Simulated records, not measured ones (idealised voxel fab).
A process module follows: voxel released beams.
Cross-section cut spans 200 nm and uses square cells 5 nm in size.
In what follows, cross-sections appear as grids of square cells, described through bands that run from the top down, where every band is one or more rows of cells.
Band: top height; bottom height; in nm. Then, left to right: material with width in nm, for each material. "edge to edge": a single material spanning edge to edge. "blank": empty space.
Note: height 0 marks the level under which the wafer is uniformly one material as received. Lowest band unbounded below, written "top 0, no bottom".
Think of "30..40" as a width that walks from the first number to the second as you go down the band, top row to bottom row, taking equal-sized steps from row to row.
When a step is marked "stayed the same", none of the cells in the cross-section changed during that step.
This entry, "Voids, sealed", enumerates those empty regions of no fewer than 8 cells that possess no open connection to the top. Each region is reported in the form width x height at distance, the distance being taken from the left edge, with all three quantities expressed in nm.
Step line, after settings: the simulator's comment on this step.
Each step line may optionally specify "overlay nm", which for a step with a mask gives the rightward distance between the mask's planned place and where it lay, a negative value indicating the leftward direction.
Process steps (planned)
step 1: RECEIVE: material Si
step 2: CONFORMAL_DEP: material SiN, thk nm 10
step 3: DIRECTIONAL_DEP: material SiO2, thk nm 10
step 4: MASKED_ETCH: tone open, mask id ANCHOR, width nm 30, etch materials SiO2, depth nm 10, overlay nm 0
step 5: CONFORMAL_DEP: material W, thk nm 10
step 6: DIRECTIONAL_DEP: material aC, thk nm 15
step 7: PATTERN: tone cover, mask id BEAM, material resist, width nm 90, thk nm 35, overlay nm 0
step 8: DIRECTIONAL_ETCH: etch materials aC, depth nm 15
step 9: STRIP: etch materials resist
step 10: DIRECTIONAL_ETCH: etch materials W, depth nm 10
step 11: STRIP: etch materials aC
step 12: STRIP: etch materials SiO2
Below: the first of two wafers, run as planned
As-received state of the wafer in cross-section, equivalent to post-step 1
top 0, no bottom  Si edge to edge
Voids, sealed: none
Cross-section of the wafer after step 2
top 10, bottom 0  SiN edge to edge
Unchanged below 0.
Cross-section of the wafer after step 3
top 20, bottom 10  SiO2 edge to edge
Unchanged below 10.
Cross-section of the wafer after step 4
top 20, bottom 10  55 SiO2 / 30 blank / 115 SiO2
Unchanged below 10.
Cross-section of the wafer after step 5
top 30, bottom 20  65 W / 10 blank / 125 W
top 20, bottom 10  55 SiO2 / 30 W / 115 SiO2
Unchanged below 10.
Cross-section of the wafer after step 6
top 45, bottom 35  65 aC / 10 blank / 125 aC
top 35, bottom 30  aC edge to edge
top 30, bottom 20  65 W / 10 aC / 125 W
Unchanged below 20.
Cross-section of the wafer after step 7
top 80, bottom 45  50 blank / 90 resist / 60 blank
top 45, bottom 35  65 aC / 10 resist / 125 aC
Unchanged below 35.
Cross-section of the wafer after step 8
top 65, bottom 45  50 blank / 90 resist / 60 blank
top 45, bottom 35  50 blank / 15 aC / 10 resist / 65 aC / 60 blank
top 35, bottom 30  50 blank / 90 aC / 60 blank
Unchanged below 30.
Cross-section of the wafer after step 9
top 45, bottom 35  50 blank / 15 aC / 10 blank / 65 aC / 60 blank
Unchanged below 35.
Cross-section of the wafer after step 10
top 45, bottom 35  50 blank / 15 aC / 10 blank / 65 aC / 60 blank
top 35, bottom 30  50 blank / 90 aC / 60 blank
top 30, bottom 20  50 blank / 15 W / 10 aC / 65 W / 60 blank
Unchanged below 20.
Cross-section of the wafer after step 11
top 30, bottom 20  50 blank / 15 W / 10 blank / 65 W / 60 blank
Unchanged below 20.
Cross-section of the wafer after step 12
top 30, bottom 20  50 blank / 15 W / 10 blank / 65 W / 60 blank
top 20, bottom 10  55 blank / 30 W / 115 blank
Unchanged below 10.
For the second wafer, take the first wafer's start and plan, then add one mistake made in running it; everything through step 3, that step included, is shared with the first
At the planned end of step 4, the second wafer in cross-section
top 20, bottom 10  60 SiO2 / 30 blank / 110 SiO2
Unchanged below 10.
At the planned end of step 5, the second wafer in cross-section
top 30, bottom 20  70 W / 10 blank / 120 W
top 20, bottom 10  60 SiO2 / 30 W / 110 SiO2
Unchanged below 10.
At the planned end of step 6, the second wafer in cross-section
top 45, bottom 35  70 aC / 10 blank / 120 aC
top 35, bottom 30  aC edge to edge
top 30, bottom 20  70 W / 10 aC / 120 W
Unchanged below 20.
At the planned end of step 7, the second wafer in cross-section
top 80, bottom 45  50 blank / 90 resist / 60 blank
top 45, bottom 35  70 aC / 10 resist / 120 aC
Unchanged below 35.
At the planned end of step 8, the second wafer in cross-section
top 65, bottom 45  50 blank / 90 resist / 60 blank
top 45, bottom 35  50 blank / 20 aC / 10 resist / 60 aC / 60 blank
top 35, bottom 30  50 blank / 90 aC / 60 blank
Unchanged below 30.
At the planned end of step 9, the second wafer in cross-section
top 45, bottom 35  50 blank / 20 aC / 10 blank / 60 aC / 60 blank
Unchanged below 35.
At the planned end of step 10, the second wafer in cross-section
top 45, bottom 35  50 blank / 20 aC / 10 blank / 60 aC / 60 blank
top 35, bottom 30  50 blank / 90 aC / 60 blank
top 30, bottom 20  50 blank / 20 W / 10 aC / 60 W / 60 blank
Unchanged below 20.
At the planned end of step 11, the second wafer in cross-section
top 30, bottom 20  50 blank / 20 W / 10 blank / 60 W / 60 blank
Unchanged below 20.
At the planned end of step 12, the second wafer in cross-section
top 30, bottom 20  50 blank / 20 W / 10 blank / 60 W / 60 blank
top 20, bottom 10  60 blank / 30 W / 110 blank
Unchanged below 10.
Plan not followed: not per plan at step 4, really ran MASKED_ETCH: tone open, mask id ANCHOR, width nm 30, etch materials SiO2, depth nm 10, overlay nm 5
Same inventory, different map: at the end, the second wafer holds as many cells of each material as the first, placed elsewhere.
